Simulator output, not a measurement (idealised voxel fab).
A process module follows: voxel air gaps.
Xsec cut, 260 nm wide, square cell size 5 nm.
We lay out every cross-section as a grid of square cells and spell it out in bands from the top down, where one band means one or more rows of cells. Band: top and bottom heights (nm) first, top before bottom; then materials from left to right, widths in nm. "edge to edge" marks a sole material filling the band edge to edge. "blank" denotes empty space. The reference from which all heights are counted is 0, the level beneath which the as-received wafer is entirely one material; the lowest band, having no lower bound, proceeds downward and is written after the example "top 0, no bottom". Top row gets the first number, bottom row gets the second, and each row in between changes by the same step: that is how a band width like "30..40" works. Step marked "everything unchanged"? Then no cell in the cross-section changed in it. The label "closed voids" introduces a list of the empty spaces, 8 cells or larger, that have no open way up to the top; each entry in it reads width x height at distance, where the distance is taken from the left edge and all three are stated in nm. Whatever follows a step's settings on its line is a remark the simulator itself makes about that step. If you see "overlay nm" on a step's line and that step has a mask, it's telling you how far right of where it was planned the mask ended up; a negative number means it went left instead.
Planned process steps
- 1: RECEIVE [material Si]
- 2: CONFORMAL_DEP [material SiO2] [thk nm 10]
- 3: CONFORMAL_DEP [material SiCN] [thk nm 5]
- 4: DIRECTIONAL_DEP [material lowk] [thk nm 40]
- 5: DIRECTIONAL_DEP [material aC] [thk nm 15]
- 6: PATTERN [tone open] [mask id LINES] [material resist] [width nm 25] [pitch nm 50] [thk nm 35] [overlay nm 0]
- 7: DIRECTIONAL_ETCH [etch materials aC] [depth nm 15]
- 8: STRIP [etch materials resist]
- 9: DIRECTIONAL_ETCH [etch materials lowk] [depth nm 40]
- 10: STRIP [etch materials aC]
- 11: CONFORMAL_DEP [material TiN] [thk nm 5]
- 12: FILL_DEP [material W] [thk nm 5]
- 13: CMP [height nm 55]
- 14: EPI [material Ru] [thk nm 10]
- 15: SELECTIVE_ETCH [etch materials lowk] [depth nm 50]
- 16: CONFORMAL_DEP [material SiCN] [thk nm 5]
The first of a set of two wafers, run to plan
So this is the incoming wafer in cross-section - it's already been through step 1
* top 0, no bottom: Si edge to edge
* closed voids: none
You're looking at a cross-section of the wafer after step 2
* top 10, bottom 0: SiO2 edge to edge
* Everything below 0 is unchanged.
You're looking at a cross-section of the wafer after step 3
* top 15, bottom 10: SiCN edge to edge
* Everything below 10 is unchanged.
You're looking at a cross-section of the wafer after step 4
* top 55, bottom 15: lowk edge to edge
* Everything below 15 is unchanged.
You're looking at a cross-section of the wafer after step 5
* top 70, bottom 55: aC edge to edge
* Everything below 55 is unchanged.
You're looking at a cross-section of the wafer after step 6
* top 105, bottom 70: resist 40, blank 25, resist 25, blank 25, resist 25, blank 25, resist 25, blank 25, resist 45
* Everything below 70 is unchanged.
You're looking at a cross-section of the wafer after step 7
* top 90, bottom 70: resist 40, blank 25, resist 25, blank 25, resist 25, blank 25, resist 25, blank 25, resist 45
* top 70, bottom 55: aC 40, blank 25, aC 25, blank 25, aC 25, blank 25, aC 25, blank 25, aC 45
* Everything below 55 is unchanged.
You're looking at a cross-section of the wafer after step 8
* top 70, bottom 55: aC 40, blank 25, aC 25, blank 25, aC 25, blank 25, aC 25, blank 25, aC 45
* Everything below 55 is unchanged.
You're looking at a cross-section of the wafer after step 9
* top 70, bottom 55: aC 40, blank 25, aC 25, blank 25, aC 25, blank 25, aC 25, blank 25, aC 45
* top 55, bottom 15: lowk 40, blank 25, lowk 25, blank 25, lowk 25, blank 25, lowk 25, blank 25, lowk 45
* Everything below 15 is unchanged.
You're looking at a cross-section of the wafer after step 10
* top 55, bottom 15: lowk 40, blank 25, lowk 25, blank 25, lowk 25, blank 25, lowk 25, blank 25, lowk 45
* Everything below 15 is unchanged.
You're looking at a cross-section of the wafer after step 11
* top 60, bottom 55: TiN 45, blank 15, TiN 35, blank 15, TiN 35, blank 15, TiN 35, blank 15, TiN 50
* top 55, bottom 20: lowk 40, TiN 5, blank 15, TiN 5, lowk 25, TiN 5, blank 15, TiN 5, lowk 25, TiN 5, blank 15, TiN 5, lowk 25, TiN 5, blank 15, TiN 5, lowk 45
* top 20, bottom 15: lowk 40, TiN 25, lowk 25, TiN 25, lowk 25, TiN 25, lowk 25, TiN 25, lowk 45
* Everything below 15 is unchanged.
You're looking at a cross-section of the wafer after step 12
* top 65, bottom 60: W edge to edge
* top 60, bottom 55: TiN 45, W 15, TiN 35, W 15, TiN 35, W 15, TiN 35, W 15, TiN 50
* top 55, bottom 20: lowk 40, TiN 5, W 15, TiN 5, lowk 25, TiN 5, W 15, TiN 5, lowk 25, TiN 5, W 15, TiN 5, lowk 25, TiN 5, W 15, TiN 5, lowk 45
* Everything below 20 is unchanged.
You're looking at a cross-section of the wafer after step 13
* top 55, bottom 20: lowk 40, TiN 5, W 15, TiN 5, lowk 25, TiN 5, W 15, TiN 5, lowk 25, TiN 5, W 15, TiN 5, lowk 25, TiN 5, W 15, TiN 5, lowk 45
* Everything below 20 is unchanged.
You're looking at a cross-section of the wafer after step 14
* top 65, bottom 55: blank 30, Ru 45, blank 5, Ru 45, blank 5, Ru 45, blank 5, Ru 45, blank 35
* Everything below 55 is unchanged.
You're looking at a cross-section of the wafer after step 15
* top 65, bottom 55: blank 30, Ru 45, blank 5, Ru 45, blank 5, Ru 45, blank 5, Ru 45, blank 35
* top 55, bottom 20: blank 40, TiN 5, W 15, TiN 5, blank 25, TiN 5, W 15, TiN 5, blank 25, TiN 5, W 15, TiN 5, blank 25, TiN 5, W 15, TiN 5, blank 45
* top 20, bottom 15: blank 40, TiN 25, blank 25, TiN 25, blank 25, TiN 25, blank 25, TiN 25, blank 45
* Everything below 15 is unchanged.
You're looking at a cross-section of the wafer after step 16
* top 70, bottom 65: blank 25, SiCN 205, blank 30
* top 65, bottom 55: blank 25, SiCN 5, Ru 45, SiCN 5, Ru 45, SiCN 5, Ru 45, SiCN 5, Ru 45, SiCN 5, blank 30
* top 55, bottom 50: blank 25, SiCN 15, TiN 5, W 15, TiN 5, SiCN 25, TiN 5, W 15, TiN 5, SiCN 25, TiN 5, W 15, TiN 5, SiCN 25, TiN 5, W 15, TiN 5, SiCN 15, blank 30
* top 50, bottom 20: blank 35, SiCN 5, TiN 5, W 15, TiN 5, SiCN 5, blank 15, SiCN 5, TiN 5, W 15, TiN 5, SiCN 5, blank 15, SiCN 5, TiN 5, W 15, TiN 5, SiCN 5, blank 15, SiCN 5, TiN 5, W 15, TiN 5, SiCN 5, blank 40
* top 20, bottom 15: SiCN 40, TiN 25, SiCN 25, TiN 25, SiCN 25, TiN 25, SiCN 25, TiN 25, SiCN 45
* Everything below 15 is unchanged.
* closed voids: 15 x 30 at 70; 15 x 30 at 120; 15 x 30 at 170
Wafer two of the pair: same origin, same plan, one error during the run; identical to wafer one up to and including step 1
Planned end of step 2: second wafer, cross-section
* top 15, bottom 0: SiO2 edge to edge
* Everything below 0 is unchanged.
Planned end of step 3: second wafer, cross-section
* top 20, bottom 15: SiCN edge to edge
* Everything below 15 is unchanged.
Planned end of step 4: second wafer, cross-section
* top 60, bottom 20: lowk edge to edge
* Everything below 20 is unchanged.
Planned end of step 5: second wafer, cross-section
* top 75, bottom 60: aC edge to edge
* Everything below 60 is unchanged.
Planned end of step 6: second wafer, cross-section
* top 110, bottom 75: resist 40, blank 25, resist 25, blank 25, resist 25, blank 25, resist 25, blank 25, resist 45
* Everything below 75 is unchanged.
Planned end of step 7: second wafer, cross-section
* top 95, bottom 75: resist 40, blank 25, resist 25, blank 25, resist 25, blank 25, resist 25, blank 25, resist 45
* top 75, bottom 60: aC 40, blank 25, aC 25, blank 25, aC 25, blank 25, aC 25, blank 25, aC 45
* Everything below 60 is unchanged.
Planned end of step 8: second wafer, cross-section
* top 75, bottom 60: aC 40, blank 25, aC 25, blank 25, aC 25, blank 25, aC 25, blank 25, aC 45
* Everything below 60 is unchanged.
Planned end of step 9: second wafer, cross-section
* top 75, bottom 60: aC 40, blank 25, aC 25, blank 25, aC 25, blank 25, aC 25, blank 25, aC 45
* top 60, bottom 20: lowk 40, blank 25, lowk 25, blank 25, lowk 25, blank 25, lowk 25, blank 25, lowk 45
* Everything below 20 is unchanged.
Planned end of step 10: second wafer, cross-section
* top 60, bottom 20: lowk 40, blank 25, lowk 25, blank 25, lowk 25, blank 25, lowk 25, blank 25, lowk 45
* Everything below 20 is unchanged.
Planned end of step 11: second wafer, cross-section
* top 65, bottom 60: TiN 45, blank 15, TiN 35, blank 15, TiN 35, blank 15, TiN 35, blank 15, TiN 50
* top 60, bottom 25: lowk 40, TiN 5, blank 15, TiN 5, lowk 25, TiN 5, blank 15, TiN 5, lowk 25, TiN 5, blank 15, TiN 5, lowk 25, TiN 5, blank 15, TiN 5, lowk 45
* top 25, bottom 20: lowk 40, TiN 25, lowk 25, TiN 25, lowk 25, TiN 25, lowk 25, TiN 25, lowk 45
* Everything below 20 is unchanged.
Planned end of step 12: second wafer, cross-section
* top 70, bottom 65: W edge to edge
* top 65, bottom 60: TiN 45, W 15, TiN 35, W 15, TiN 35, W 15, TiN 35, W 15, TiN 50
* top 60, bottom 25: lowk 40, TiN 5, W 15, TiN 5, lowk 25, TiN 5, W 15, TiN 5, lowk 25, TiN 5, W 15, TiN 5, lowk 25, TiN 5, W 15, TiN 5, lowk 45
* Everything below 25 is unchanged.
Planned end of step 13: second wafer, cross-section
* top 55, bottom 25: lowk 40, TiN 5, W 15, TiN 5, lowk 25, TiN 5, W 15, TiN 5, lowk 25, TiN 5, W 15, TiN 5, lowk 25, TiN 5, W 15, TiN 5, lowk 45
* Everything below 25 is unchanged.
Planned end of step 14: second wafer, cross-section
* top 65, bottom 55: blank 30, Ru 45, blank 5, Ru 45, blank 5, Ru 45, blank 5, Ru 45, blank 35
* Everything below 55 is unchanged.
Planned end of step 15: second wafer, cross-section
* top 65, bottom 55: blank 30, Ru 45, blank 5, Ru 45, blank 5, Ru 45, blank 5, Ru 45, blank 35
* top 55, bottom 25: blank 40, TiN 5, W 15, TiN 5, blank 25, TiN 5, W 15, TiN 5, blank 25, TiN 5, W 15, TiN 5, blank 25, TiN 5, W 15, TiN 5, blank 45
* top 25, bottom 20: blank 40, TiN 25, blank 25, TiN 25, blank 25, TiN 25, blank 25, TiN 25, blank 45
* Everything below 20 is unchanged.
Planned end of step 16: second wafer, cross-section
* top 70, bottom 65: blank 25, SiCN 205, blank 30
* top 65, bottom 55: blank 25, SiCN 5, Ru 45, SiCN 5, Ru 45, SiCN 5, Ru 45, SiCN 5, Ru 45, SiCN 5, blank 30
* top 55, bottom 50: blank 25, SiCN 15, TiN 5, W 15, TiN 5, SiCN 25, TiN 5, W 15, TiN 5, SiCN 25, TiN 5, W 15, TiN 5, SiCN 25, TiN 5, W 15, TiN 5, SiCN 15, blank 30
* top 50, bottom 25: blank 35, SiCN 5, TiN 5, W 15, TiN 5, SiCN 5, blank 15, SiCN 5, TiN 5, W 15, TiN 5, SiCN 5, blank 15, SiCN 5, TiN 5, W 15, TiN 5, SiCN 5, blank 15, SiCN 5, TiN 5, W 15, TiN 5, SiCN 5, blank 40
* top 25, bottom 20: SiCN 40, TiN 25, SiCN 25, TiN 25, SiCN 25, TiN 25, SiCN 25, TiN 25, SiCN 45
* Everything below 20 is unchanged.
* closed voids: 15 x 25 at 70; 15 x 25 at 120; 15 x 25 at 170
Heads up, the wafer didn't run the way we planned it: step 2 ran with different settings than intended, the actual operation and settings being CONFORMAL_DEP [material SiO2] [thk nm 15]
Looking at both finished wafers in cells, the second ends up ahead of or behind the first on some materials: -8 SiCN | +52 SiO2 | -8 TiN | -12 W
